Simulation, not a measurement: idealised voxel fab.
The process module that follows is named voxel capacitor over wiring.
It is cross-section cut that appears here, measuring 220 nm in width, its square cells being 5 nm in size.
Throughout this document, each cross-section is represented as a grid of square cells and is presented as a sequence of bands enumerated from the top downward, where a band comprises one or more rows of cells. Look at the band entry: it leads with the top's height and the bottom's height in nm. Then it lists the materials left to right, with a width in nm for each. The word "edge to edge" on a single material says that material fills the band edge to edge. The word "air" is empty space. All heights in this document are referenced to 0, defined as the level beneath which the wafer, as received, consists entirely of one material. The lowest band is not bounded below; it extends indefinitely downward and is written in the form "z 0 and below". Note: "30..40" means the width goes from the first number (top row of the band) to the second number (bottom row) in equal steps per row of cells. For the purposes of this document, the phrase "no alteration" attached to a step denotes that no cell within the cross-section was modified by that step. "Tabulated closed voids" specifies each empty space that is not open to the top and that occupies no fewer than 8 cells, using the form width x height at distance, the distance measured from the left edge and all three quantities in nm. If you see something after the settings on a step's line, that's the simulator's own remark about that step. overlay nm: on a step with a mask, how far right of its planned place the mask lay; negative means left.

Process steps - plan:
| 1 | op RECEIVE | material Si |
| 2 | op CONFORMAL_DEP | material SiO2 | thk nm 10 |
| 3 | op CONFORMAL_DEP | material SiN | thk nm 5 |
| 4 | op DIRECTIONAL_DEP | material SiO2 | thk nm 15 |
| 5 | op PATTERN | tone open | mask id METAL_1 | material resist | width nm 20 | pitch nm 90 | thk nm 20 | overlay nm 0 |
| 6 | op DIRECTIONAL_ETCH | etch materials SiO2 | depth nm 15 |
| 7 | op DIRECTIONAL_ETCH | etch materials SiN | depth nm 5 |
| 8 | op STRIP | etch materials resist |
| 9 | op CONFORMAL_DEP | material TiN | thk nm 5 |
| 10 | op FILL_DEP | material Ru | thk nm 5 |
| 11 | op CMP | height nm 30 |
| 12 | op EPI | material Ru | thk nm 5 |
| 13 | op FILL_DEP | material SiCN | thk nm 5 |
| 14 | op DIRECTIONAL_DEP | material lowk | thk nm 20 |
| 15 | op MASKED_ETCH | tone open | mask id PLUG_1 | width nm 15 | etch materials lowk | depth nm 20 | overlay nm 0 |
| 16 | op MASKED_ETCH | tone open | mask id PLUG_1 | width nm 15 | etch materials SiCN | depth nm 5 | overlay nm 0 |
| 17 | op CONFORMAL_DEP | material TiN | thk nm 5 |
| 18 | op FILL_DEP | material Cu | thk nm 10 |
| 19 | op CMP | height nm 60 |
| 20 | op DIRECTIONAL_DEP | material TiN | thk nm 10 |
| 21 | op DIRECTIONAL_DEP | material SiN | thk nm 5 |
| 22 | op DIRECTIONAL_DEP | material TiN | thk nm 5 |
| 23 | op PATTERN | tone cover | mask id UPPER_PLATE | material resist | width nm 75 | thk nm 15 | overlay nm 0 |
| 24 | op DIRECTIONAL_ETCH | etch materials TiN | depth nm 5 |
| 25 | op DIRECTIONAL_ETCH | etch materials SiN | depth nm 5 |
| 26 | op STRIP | etch materials resist |
| 27 | op DIRECTIONAL_DEP | material aC | thk nm 10 |
| 28 | op PATTERN | tone cover | mask id LOWER_PLATE | material resist | width nm 85 | thk nm 25 | overlay nm 0 |
| 29 | op DIRECTIONAL_ETCH | etch materials aC | depth nm 10 |
| 30 | op STRIP | etch materials resist |
| 31 | op DIRECTIONAL_ETCH | etch materials TiN | depth nm 10 |
| 32 | op STRIP | etch materials aC |
| 33 | op FILL_DEP | material SiO2 | thk nm 20 |
| 34 | op CMP | height nm 95 |
| 35 | op PATTERN | tone open | mask id PLUG_2 | material resist | width nm 15 | thk nm 15 | overlay nm 0 |
| 36 | op DIRECTIONAL_ETCH | etch materials SiO2 | depth nm 15 |
| 37 | op STRIP | etch materials resist |
| 38 | op CONFORMAL_DEP | material TiN | thk nm 5 |
| 39 | op FILL_DEP | material Cu | thk nm 10 |
| 40 | op CMP | height nm 95 |
| 41 | op CONFORMAL_DEP | material SiN | thk nm 5 |

Incoming wafer in cross-section (state: after step 1):
	z 0 and below: Si edge to edge
	Tabulated closed voids: none

The module was run from the start shown above using the plan shown above, but one mistake was made doing it; the resulting wafer cross-section is below:
	z 100 to 95: SiN edge to edge
	z 95 to 85: 70 nm SiO2  5 nm TiN  5 nm Cu  5 nm TiN  135 nm SiO2
	z 85 to 75: 70..60 nm SiO2  15..75 nm TiN  135..85 nm SiO2
	z 75 to 70: 60 nm SiO2  75 nm SiN  85 nm SiO2
	z 70 to 60: 55 nm SiO2  85 nm TiN  80 nm SiO2
	z 60 to 40: 60 nm lowk  5 nm TiN  5 nm Cu  5 nm TiN  145 nm lowk
	z 40 to 35: 60 nm SiCN  15 nm TiN  145 nm SiCN
	z 35 to 30: 50 nm SiCN  30 nm Ru  60 nm SiCN  30 nm Ru  50 nm SiCN
	z 30 to 25: 55 nm SiN  20 nm TiN  70 nm SiN  20 nm TiN  55 nm SiN
	z 25 to 0: SiO2 edge to edge
	z 0 and below: Si edge to edge
	Tabulated closed voids: none
What broke from the plan during processing? steps 3 and 4 traded places in the executed sequence
